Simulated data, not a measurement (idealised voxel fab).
Presented below is a process module, voxel capacitor over wiring.
For reference, the cross-section in this document is cut, with width 230 nm and square cells of 5 nm.
For the purposes of this document, a cross-section shall be understood as a grid of square cells, specified as bands listed in top-to-bottom order, each band consisting of one or more rows of cells.
Band: top and bottom heights (nm) first, top before bottom; then materials from left to right, widths in nm. "edge to edge" marks a sole material filling the band edge to edge. "air" denotes empty space.
Basically, 0 is our baseline, since under it the wafer straight out of the box is all one material. The bottom band has no lower end and keeps on going down, so it looks like "0 -> down".
A width given as "30..40" starts at the first number in the band's top row and ends at the second number in its bottom row, shifting by an equal amount at every step from row to row.
The cross-section has no changed cell in any step marked "nothing was modified".
"Trapped voids" enumerates empty spaces isolated from the top, with no open way to it, that contain at least 8 cells, giving each as width x height at distance from the left edge, all three in nm.
Where a step's line continues beyond its settings, the continuation is a remark by the simulator itself on that step.
The setting "overlay nm" may be written on the line of a step. When the step uses a mask, the value reports how far to the right of the planned place the mask lay, and a negative value reports that it lay to the left.

This section lists the process steps that were planned:
1. RECEIVE (material Si)
2. CONFORMAL_DEP (material SiO2; thk nm 10)
3. CONFORMAL_DEP (material SiN; thk nm 5)
4. DIRECTIONAL_DEP (material lowk; thk nm 15)
5. PATTERN (tone open; mask id METAL_1; material resist; width nm 20; pitch nm 80; thk nm 20; overlay nm 0)
6. DIRECTIONAL_ETCH (etch materials lowk; depth nm 15)
7. DIRECTIONAL_ETCH (etch materials SiN; depth nm 5)
8. STRIP (etch materials resist)
9. CONFORMAL_DEP (material TiN; thk nm 5)
10. FILL_DEP (material W; thk nm 10)
11. CMP (height nm 30)
12. CONFORMAL_DEP (material SiCN; thk nm 5)
13. DIRECTIONAL_DEP (material SiO2; thk nm 15)
14. MASKED_ETCH (tone open; mask id PLUG_1; width nm 15; etch materials SiO2; depth nm 15; overlay nm 0)
15. MASKED_ETCH (tone open; mask id PLUG_1; width nm 15; etch materials SiCN; depth nm 5; overlay nm 0)
16. CONFORMAL_DEP (material TiN; thk nm 5)
17. FILL_DEP (material Ru; thk nm 10)
18. CMP (height nm 50)
19. DIRECTIONAL_DEP (material TiN; thk nm 5)
20. DIRECTIONAL_DEP (material Al2O3; thk nm 5)
21. DIRECTIONAL_DEP (material TiN; thk nm 5)
22. MASKED_ETCH (tone cover; mask id UPPER_PLATE; width nm 65; etch materials TiN; depth nm 5; overlay nm 0)
23. MASKED_ETCH (tone cover; mask id UPPER_PLATE; width nm 65; etch materials Al2O3; depth nm 5; overlay nm 0)
24. PATTERN (tone cover; mask id LOWER_PLATE; material resist; width nm 75; thk nm 20; overlay nm 0)
25. DIRECTIONAL_ETCH (etch materials TiN; depth nm 5)
26. STRIP (etch materials resist)
27. FILL_DEP (material SiO2; thk nm 15)
28. CMP (height nm 75)
29. MASKED_ETCH (tone open; mask id PLUG_2; width nm 15; etch materials SiO2; depth nm 10; overlay nm 0)
30. CONFORMAL_DEP (material TiN; thk nm 5)
31. FILL_DEP (material Ru; thk nm 10)
32. CMP (height nm 75)
33. CONFORMAL_DEP (material SiN; thk nm 5)

On the first of the two wafers: run conducted according to plan:

Incoming wafer, cross-sectional view, post step 1:
- 0 -> down | Si edge to edge
- Trapped voids: none

After step 2:
- 10 -> 0 | SiO2 edge to edge
- Note: structure below 0 unchanged.

After step 3:
- 15 -> 10 | SiN edge to edge
- Note: structure below 10 unchanged.

After step 4:
- 30 -> 15 | lowk edge to edge
- Note: structure below 15 unchanged.

After step 5:
- 50 -> 30 | 65 nm resist | 20 nm air | 60 nm resist | 20 nm air | 65 nm resist
- Note: structure below 30 unchanged.

After step 6:
- 50 -> 30 | 65 nm resist | 20 nm air | 60 nm resist | 20 nm air | 65 nm resist
- 30 -> 15 | 65 nm lowk | 20 nm air | 60 nm lowk | 20 nm air | 65 nm lowk
- Note: structure below 15 unchanged.

After step 7:
- 50 -> 30 | 65 nm resist | 20 nm air | 60 nm resist | 20 nm air | 65 nm resist
- 30 -> 15 | 65 nm lowk | 20 nm air | 60 nm lowk | 20 nm air | 65 nm lowk
- 15 -> 10 | 65 nm SiN | 20 nm air | 60 nm SiN | 20 nm air | 65 nm SiN
- Note: structure below 10 unchanged.

After step 8:
- 30 -> 15 | 65 nm lowk | 20 nm air | 60 nm lowk | 20 nm air | 65 nm lowk
- Note: structure below 15 unchanged.

After step 9:
- 35 -> 30 | 70 nm TiN | 10 nm air | 70 nm TiN | 10 nm air | 70 nm TiN
- 30 -> 15 | 65 nm lowk | 5 nm TiN | 10 nm air | 5 nm TiN | 60 nm lowk | 5 nm TiN | 10 nm air | 5 nm TiN | 65 nm lowk
- 15 -> 10 | 65 nm SiN | 20 nm TiN | 60 nm SiN | 20 nm TiN | 65 nm SiN
- Note: structure below 10 unchanged.

After step 10:
- 45 -> 35 | W edge to edge
- 35 -> 30 | 70 nm TiN | 10 nm W | 70 nm TiN | 10 nm W | 70 nm TiN
- 30 -> 15 | 65 nm lowk | 5 nm TiN | 10 nm W | 5 nm TiN | 60 nm lowk | 5 nm TiN | 10 nm W | 5 nm TiN | 65 nm lowk
- Note: structure below 15 unchanged.

After step 11:
- 30 -> 15 | 65 nm lowk | 5 nm TiN | 10 nm W | 5 nm TiN | 60 nm lowk | 5 nm TiN | 10 nm W | 5 nm TiN | 65 nm lowk
- Note: structure below 15 unchanged.

After step 12:
- 35 -> 30 | SiCN edge to edge
- Note: structure below 30 unchanged.

After step 13:
- 50 -> 35 | SiO2 edge to edge
- Note: structure below 35 unchanged.

After step 14:
- 50 -> 35 | 70 nm SiO2 | 15 nm air | 145 nm SiO2
- Note: structure below 35 unchanged.

After step 15:
- 50 -> 35 | 70 nm SiO2 | 15 nm air | 145 nm SiO2
- 35 -> 30 | 70 nm SiCN | 15 nm air | 145 nm SiCN
- Note: structure below 30 unchanged.

After step 16:
- 55 -> 50 | 75 nm TiN | 5 nm air | 150 nm TiN
- 50 -> 35 | 70 nm SiO2 | 5 nm TiN | 5 nm air | 5 nm TiN | 145 nm SiO2
- 35 -> 30 | 70 nm SiCN | 15 nm TiN | 145 nm SiCN
- Note: structure below 30 unchanged.

After step 17:
- 65 -> 55 | Ru edge to edge
- 55 -> 50 | 75 nm TiN | 5 nm Ru | 150 nm TiN
- 50 -> 35 | 70 nm SiO2 | 5 nm TiN | 5 nm Ru | 5 nm TiN | 145 nm SiO2
- Note: structure below 35 unchanged.

After step 18:
- 50 -> 35 | 70 nm SiO2 | 5 nm TiN | 5 nm Ru | 5 nm TiN | 145 nm SiO2
- Note: structure below 35 unchanged.

After step 19:
- 55 -> 50 | TiN edge to edge
- Note: structure below 50 unchanged.

After step 20:
- 60 -> 55 | Al2O3 edge to edge
- Note: structure below 55 unchanged.

After step 21:
- 65 -> 60 | TiN edge to edge
- Note: structure below 60 unchanged.

After step 22:
- 65 -> 60 | 70 nm air | 65 nm TiN | 95 nm air
- Note: structure below 60 unchanged.

After step 23:
- 65 -> 60 | 70 nm air | 65 nm TiN | 95 nm air
- 60 -> 55 | 70 nm air | 65 nm Al2O3 | 95 nm air
- Note: structure below 55 unchanged.

After step 24:
- 85 -> 65 | 65 nm air | 75 nm resist | 90 nm air
- 65 -> 60 | 65 nm air | 5 nm resist | 65 nm TiN | 5 nm resist | 90 nm air
- 60 -> 55 | 65 nm air | 5 nm resist | 65 nm Al2O3 | 5 nm resist | 90 nm air
- Note: structure below 55 unchanged.

After step 25:
- 85 -> 65 | 65 nm air | 75 nm resist | 90 nm air
- 65 -> 60 | 65 nm air | 5 nm resist | 65 nm TiN | 5 nm resist | 90 nm air
- 60 -> 55 | 65 nm air | 5 nm resist | 65 nm Al2O3 | 5 nm resist | 90 nm air
- 55 -> 50 | 65 nm air | 75 nm TiN | 90 nm air
- Note: structure below 50 unchanged.

After step 26:
- 65 -> 60 | 70 nm air | 65 nm TiN | 95 nm air
- 60 -> 55 | 70 nm air | 65 nm Al2O3 | 95 nm air
- Note: structure below 55 unchanged.

After step 27:
- 80 -> 65 | SiO2 edge to edge
- 65 -> 60 | 70 nm SiO2 | 65 nm TiN | 95 nm SiO2
- 60 -> 55 | 70 nm SiO2 | 65 nm Al2O3 | 95 nm SiO2
- 55 -> 50 | 65 nm SiO2 | 75 nm TiN | 90 nm SiO2
- Note: structure below 50 unchanged.

After step 28:
- 75 -> 65 | SiO2 edge to edge
- Note: structure below 65 unchanged.

After step 29:
- 75 -> 65 | 80 nm SiO2 | 15 nm air | 135 nm SiO2
- Note: structure below 65 unchanged.

After step 30:
- 80 -> 75 | 85 nm TiN | 5 nm air | 140 nm TiN
- 75 -> 70 | 80 nm SiO2 | 5 nm TiN | 5 nm air | 5 nm TiN | 135 nm SiO2
- 70 -> 60 | 80..70 nm SiO2 | 15..65 nm TiN | 135..95 nm SiO2
- Note: structure below 60 unchanged.

After step 31:
- 90 -> 80 | Ru edge to edge
- 80 -> 75 | 85 nm TiN | 5 nm Ru | 140 nm TiN
- 75 -> 70 | 80 nm SiO2 | 5 nm TiN | 5 nm Ru | 5 nm TiN | 135 nm SiO2
- Note: structure below 70 unchanged.

After step 32:
- 75 -> 70 | 80 nm SiO2 | 5 nm TiN | 5 nm Ru | 5 nm TiN | 135 nm SiO2
- Note: structure below 70 unchanged.

After step 33:
- 80 -> 75 | SiN edge to edge
- Note: structure below 75 unchanged.

Second wafer, same starting conditions and recipe as the first, one mistake in executing it, nothing differs from the first up to and including step 24:

Cross-section of the second wafer at the time by which step 25 should have been completed according to the plan:
- 85 -> 65 | 65 nm air | 75 nm resist | 90 nm air
- 65 -> 60 | 65 nm air | 5 nm resist | 65 nm TiN | 5 nm resist | 90 nm air
- 60 -> 55 | 65 nm air | 5 nm resist | 65 nm Al2O3 | 5 nm resist | 90 nm air
- 55 -> 50 | 65 nm air | 75 nm TiN | 90 nm air
- Note: structure below 50 unchanged.

Cross-section of the second wafer at the time by which step 26 should have been completed according to the plan:
- 65 -> 60 | 70 nm air | 65 nm TiN | 95 nm air
- 60 -> 55 | 70 nm air | 65 nm Al2O3 | 95 nm air
- Note: structure below 55 unchanged.

Cross-section of the second wafer at the time by which step 27 should have been completed according to the plan:
- 80 -> 65 | SiO2 edge to edge
- 65 -> 60 | 70 nm SiO2 | 65 nm TiN | 95 nm SiO2
- 60 -> 55 | 70 nm SiO2 | 65 nm Al2O3 | 95 nm SiO2
- 55 -> 50 | 65 nm SiO2 | 75 nm TiN | 90 nm SiO2
- Note: structure below 50 unchanged.

Cross-section of the second wafer at the time by which step 28 should have been completed according to the plan:
- 75 -> 65 | SiO2 edge to edge
- Note: structure below 65 unchanged.

Cross-section of the second wafer at the time by which step 29 should have been completed according to the plan:
- 75 -> 65 | 80 nm SiO2 | 15 nm air | 135 nm SiO2
- Note: structure below 65 unchanged.

Cross-section of the second wafer at the time by which step 30 should have been completed according to the plan:
- 80 -> 75 | 85 nm TiN | 5 nm air | 140 nm TiN
- 75 -> 70 | 80 nm SiO2 | 5 nm TiN | 5 nm air | 5 nm TiN | 135 nm SiO2
- 70 -> 60 | 80..70 nm SiO2 | 15..65 nm TiN | 135..95 nm SiO2
- Note: structure below 60 unchanged.

Cross-section of the second wafer at the time by which step 31 should have been completed according to the plan:
- 90 -> 80 | Ru edge to edge
- 80 -> 75 | 85 nm TiN | 5 nm Ru | 140 nm TiN
- 75 -> 70 | 80 nm SiO2 | 5 nm TiN | 5 nm Ru | 5 nm TiN | 135 nm SiO2
- Note: structure below 70 unchanged.

Cross-section of the second wafer at the time by which step 32 should have been completed according to the plan:
- 75 -> 70 | 80 nm SiO2 | 5 nm TiN | 5 nm Ru | 5 nm TiN | 135 nm SiO2
- Note: structure below 70 unchanged.

Cross-section of the second wafer at the time by which step 33 should have been completed according to the plan:
- 80 -> 75 | SiN edge to edge
- Note: structure below 75 unchanged.
Finding, execution versus plan: step 25 of the plan was performed twice
Result: same final cross-section on the two wafers, so no effect from the mistake in this model.
